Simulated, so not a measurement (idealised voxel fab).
process module | voxel gate over fins
cross-section cut | 255 nm wide | cells 5 nm
A cross-section is a grid of square cells, given in bands from the top down. A band is one or more rows of cells.
Each band's line starts with the height of the band's top and of its bottom, in nm. Then come its materials from left to right, each with its width in nm. One material with "throughout" fills the band from edge to edge. "air" is empty space.
Height 0 is the level under which the wafer as received is all one material. The lowest band goes on downwards, as in "0 down".
A width such as "30 to 40" changes by the same amount from each row of cells to the next, from the band's top row to its bottom row.
"no change" after a step means that no cell of the cross-section changed.
closed voids: empty space of 8 cells or more with no open way to the top, each as width x height at its distance from the left edge, in nm
after a step's settings: what the simulator itself notes on the step
overlay nm, on a step with a mask: how far to the right of its planned place the mask lay; to the left if negative
plan
1 op RECEIVE | material Si
2 op CONFORMAL_DEP | material SiN | thk nm 5
3 op DIRECTIONAL_DEP | material aC | thk nm 15
4 op PATTERN | tone cover | mask id FINS | material resist | width nm 15 | pitch nm 35 | thk nm 35 | overlay nm 0
5 op DIRECTIONAL_ETCH | etch materials aC | depth nm 15
6 op STRIP | etch materials resist
7 op DIRECTIONAL_ETCH | etch materials SiN | depth nm 5
8 op DIRECTIONAL_ETCH | etch materials Si | depth nm 30
9 op STRIP | etch materials aC
10 op FILL_DEP | material SiO2 | thk nm 15
11 op CMP | height nm 5
12 op SELECTIVE_ETCH | etch materials SiO2 | depth nm 15
13 op STRIP | etch materials SiN
14 op CONFORMAL_DEP | material HfO2 | thk nm 5
15 op CONFORMAL_DEP | material TiN | thk nm 5
16 op CONFORMAL_DEP | material TiAl | thk nm 5
17 op CONFORMAL_DEP | material TiN | thk nm 5
18 op FILL_DEP | material W | thk nm 15
19 op CMP | height nm 30
20 op CONFORMAL_DEP | material SiN | thk nm 10
first wafer, as planned
as received, after step 1
  0 down: Si throughout
  closed voids: none
after step 2
  5 to 0: SiN throughout
  below 0: unchanged
after step 3
  20 to 5: aC throughout
  below 5: unchanged
after step 4
  55 to 20: air 65 | resist 15 | air 20 | resist 15 | air 20 | resist 15 | air 20 | resist 15 | air 70
  below 20: unchanged
after step 5
  40 to 20: air 65 | resist 15 | air 20 | resist 15 | air 20 | resist 15 | air 20 | resist 15 | air 70
  20 to 5: air 65 | aC 15 | air 20 | aC 15 | air 20 | aC 15 | air 20 | aC 15 | air 70
  below 5: unchanged
after step 6
  20 to 5: air 65 | aC 15 | air 20 | aC 15 | air 20 | aC 15 | air 20 | aC 15 | air 70
  below 5: unchanged
after step 7
  20 to 5: air 65 | aC 15 | air 20 | aC 15 | air 20 | aC 15 | air 20 | aC 15 | air 70
  5 to 0: air 65 | SiN 15 | air 20 | SiN 15 | air 20 | SiN 15 | air 20 | SiN 15 | air 70
  below 0: unchanged
after step 8
  20 to 5: air 65 | aC 15 | air 20 | aC 15 | air 20 | aC 15 | air 20 | aC 15 | air 70
  5 to 0: air 65 | SiN 15 | air 20 | SiN 15 | air 20 | SiN 15 | air 20 | SiN 15 | air 70
  0 to -30: air 65 | Si 15 | air 20 | Si 15 | air 20 | Si 15 | air 20 | Si 15 | air 70
  below -30: unchanged
after step 9
  5 to 0: air 65 | SiN 15 | air 20 | SiN 15 | air 20 | SiN 15 | air 20 | SiN 15 | air 70
  below 0: unchanged
after step 10
  20 to 5: SiO2 throughout
  5 to 0: SiO2 65 | SiN 15 | SiO2 20 | SiN 15 | SiO2 20 | SiN 15 | SiO2 20 | SiN 15 | SiO2 70
  0 to -30: SiO2 65 | Si 15 | SiO2 20 | Si 15 | SiO2 20 | Si 15 | SiO2 20 | Si 15 | SiO2 70
  below -30: unchanged
after step 11
  5 to 0: SiO2 65 | SiN 15 | SiO2 20 | SiN 15 | SiO2 20 | SiN 15 | SiO2 20 | SiN 15 | SiO2 70
  below 0: unchanged
after step 12
  5 to 0: air 65 | SiN 15 | air 20 | SiN 15 | air 20 | SiN 15 | air 20 | SiN 15 | air 70
  0 to -10: air 65 | Si 15 | air 20 | Si 15 | air 20 | Si 15 | air 20 | Si 15 | air 70
  below -10: unchanged
after step 13
  0 to -10: air 65 | Si 15 | air 20 | Si 15 | air 20 | Si 15 | air 20 | Si 15 | air 70
  below -10: unchanged
after step 14
  5 to 0: air 60 | HfO2 25 | air 10 | HfO2 25 | air 10 | HfO2 25 | air 10 | HfO2 25 | air 65
  0 to -5: air 60 | HfO2 5 | Si 15 | HfO2 5 | air 10 | HfO2 5 | Si 15 | HfO2 5 | air 10 | HfO2 5 | Si 15 | HfO2 5 | air 10 | HfO2 5 | Si 15 | HfO2 5 | air 65
  -5 to -10: HfO2 65 | Si 15 | HfO2 20 | Si 15 | HfO2 20 | Si 15 | HfO2 20 | Si 15 | HfO2 70
  below -10: unchanged
after step 15
  10 to 5: air 55 | TiN 140 | air 60
  5 to 0: air 55 | TiN 5 | HfO2 25 | TiN 10 | HfO2 25 | TiN 10 | HfO2 25 | TiN 10 | HfO2 25 | TiN 5 | air 60
  0 to -5: TiN 60 | HfO2 5 | Si 15 | HfO2 5 | TiN 10 | HfO2 5 | Si 15 | HfO2 5 | TiN 10 | HfO2 5 | Si 15 | HfO2 5 | TiN 10 | HfO2 5 | Si 15 | HfO2 5 | TiN 65
  below -5: unchanged
after step 16
  15 to 10: air 50 | TiAl 150 | air 55
  10 to 5: air 50 | TiAl 5 | TiN 140 | TiAl 5 | air 55
  5 to 0: TiAl 55 | TiN 5 | HfO2 25 | TiN 10 | HfO2 25 | TiN 10 | HfO2 25 | TiN 10 | HfO2 25 | TiN 5 | TiAl 60
  below 0: unchanged
after step 17
  20 to 15: air 45 | TiN 160 | air 50
  15 to 10: air 45 | TiN 5 | TiAl 150 | TiN 5 | air 50
  10 to 5: TiN 50 | TiAl 5 | TiN 140 | TiAl 5 | TiN 55
  below 5: unchanged
after step 18
  35 to 20: W throughout
  20 to 15: W 45 | TiN 160 | W 50
  15 to 10: W 45 | TiN 5 | TiAl 150 | TiN 5 | W 50
  below 10: unchanged
after step 19
  30 to 20: W throughout
  below 20: unchanged
after step 20
  40 to 30: SiN throughout
  below 30: unchanged
second wafer: like start, like plan, one mistake. Through step 11 it matches the first wafer
when step 12 should have ended
  5 to 0: air 65 | SiN 15 | air 20 | SiN 15 | air 20 | SiN 15 | air 20 | SiN 15 | air 70
  0 to -25: air 65 | Si 15 | air 20 | Si 15 | air 20 | Si 15 | air 20 | Si 15 | air 70
  below -25: unchanged
when step 13 should have ended
  0 to -25: air 65 | Si 15 | air 20 | Si 15 | air 20 | Si 15 | air 20 | Si 15 | air 70
  below -25: unchanged
when step 14 should have ended
  5 to 0: air 60 | HfO2 25 | air 10 | HfO2 25 | air 10 | HfO2 25 | air 10 | HfO2 25 | air 65
  0 to -20: air 60 | HfO2 5 | Si 15 | HfO2 5 | air 10 | HfO2 5 | Si 15 | HfO2 5 | air 10 | HfO2 5 | Si 15 | HfO2 5 | air 10 | HfO2 5 | Si 15 | HfO2 5 | air 65
  -20 to -25: HfO2 65 | Si 15 | HfO2 20 | Si 15 | HfO2 20 | Si 15 | HfO2 20 | Si 15 | HfO2 70
  below -25: unchanged
when step 15 should have ended
  10 to 5: air 55 | TiN 140 | air 60
  5 to 0: air 55 | TiN 5 | HfO2 25 | TiN 10 | HfO2 25 | TiN 10 | HfO2 25 | TiN 10 | HfO2 25 | TiN 5 | air 60
  0 to -15: air 55 | TiN 5 | HfO2 5 | Si 15 | HfO2 5 | TiN 10 | HfO2 5 | Si 15 | HfO2 5 | TiN 10 | HfO2 5 | Si 15 | HfO2 5 | TiN 10 | HfO2 5 | Si 15 | HfO2 5 | TiN 5 | air 60
  -15 to -20: TiN 60 | HfO2 5 | Si 15 | HfO2 5 | TiN 10 | HfO2 5 | Si 15 | HfO2 5 | TiN 10 | HfO2 5 | Si 15 | HfO2 5 | TiN 10 | HfO2 5 | Si 15 | HfO2 5 | TiN 65
  below -20: unchanged
when step 16 should have ended
  15 to 10: air 50 | TiAl 150 | air 55
  10 to 5: air 50 | TiAl 5 | TiN 140 | TiAl 5 | air 55
  5 to 0: air 50 | TiAl 5 | TiN 5 | HfO2 25 | TiN 10 | HfO2 25 | TiN 10 | HfO2 25 | TiN 10 | HfO2 25 | TiN 5 | TiAl 5 | air 55
  0 to -10: air 50 | TiAl 5 | TiN 5 | HfO2 5 | Si 15 | HfO2 5 | TiN 10 | HfO2 5 | Si 15 | HfO2 5 | TiN 10 | HfO2 5 | Si 15 | HfO2 5 | TiN 10 | HfO2 5 | Si 15 | HfO2 5 | TiN 5 | TiAl 5 | air 55
  -10 to -15: TiAl 55 | TiN 5 | HfO2 5 | Si 15 | HfO2 5 | TiN 10 | HfO2 5 | Si 15 | HfO2 5 | TiN 10 | HfO2 5 | Si 15 | HfO2 5 | TiN 10 | HfO2 5 | Si 15 | HfO2 5 | TiN 5 | TiAl 60
  below -15: unchanged
when step 17 should have ended
  20 to 15: air 45 | TiN 160 | air 50
  15 to 10: air 45 | TiN 5 | TiAl 150 | TiN 5 | air 50
  10 to 5: air 45 | TiN 5 | TiAl 5 | TiN 140 | TiAl 5 | TiN 5 | air 50
  5 to 0: air 45 | TiN 5 | TiAl 5 | TiN 5 | HfO2 25 | TiN 10 | HfO2 25 | TiN 10 | HfO2 25 | TiN 10 | HfO2 25 | TiN 5 | TiAl 5 | TiN 5 | air 50
  0 to -5: air 45 | TiN 5 | TiAl 5 | TiN 5 | HfO2 5 | Si 15 | HfO2 5 | TiN 10 | HfO2 5 | Si 15 | HfO2 5 | TiN 10 | HfO2 5 | Si 15 | HfO2 5 | TiN 10 | HfO2 5 | Si 15 | HfO2 5 | TiN 5 | TiAl 5 | TiN 5 | air 50
  -5 to -10: TiN 50 | TiAl 5 | TiN 5 | HfO2 5 | Si 15 | HfO2 5 | TiN 10 | HfO2 5 | Si 15 | HfO2 5 | TiN 10 | HfO2 5 | Si 15 | HfO2 5 | TiN 10 | HfO2 5 | Si 15 | HfO2 5 | TiN 5 | TiAl 5 | TiN 55
  below -10: unchanged
when step 18 should have ended
  35 to 20: W throughout
  20 to 15: W 45 | TiN 160 | W 50
  15 to 10: W 45 | TiN 5 | TiAl 150 | TiN 5 | W 50
  10 to 5: W 45 | TiN 5 | TiAl 5 | TiN 140 | TiAl 5 | TiN 5 | W 50
  5 to 0: W 45 | TiN 5 | TiAl 5 | TiN 5 | HfO2 25 | TiN 10 | HfO2 25 | TiN 10 | HfO2 25 | TiN 10 | HfO2 25 | TiN 5 | TiAl 5 | TiN 5 | W 50
  0 to -5: W 45 | TiN 5 | TiAl 5 | TiN 5 | HfO2 5 | Si 15 | HfO2 5 | TiN 10 | HfO2 5 | Si 15 | HfO2 5 | TiN 10 | HfO2 5 | Si 15 | HfO2 5 | TiN 10 | HfO2 5 | Si 15 | HfO2 5 | TiN 5 | TiAl 5 | TiN 5 | W 50
  below -5: unchanged
when step 19 should have ended
  30 to 20: W throughout
  below 20: unchanged
when step 20 should have ended
  40 to 30: SiN throughout
  below 30: unchanged
what went wrong: step 12 was run twice
at the end the second wafer has, in cells: 24 more of HfO2 | 117 fewer of SiO2 | 6 more of TiAl | 30 more of TiN | 57 more of W
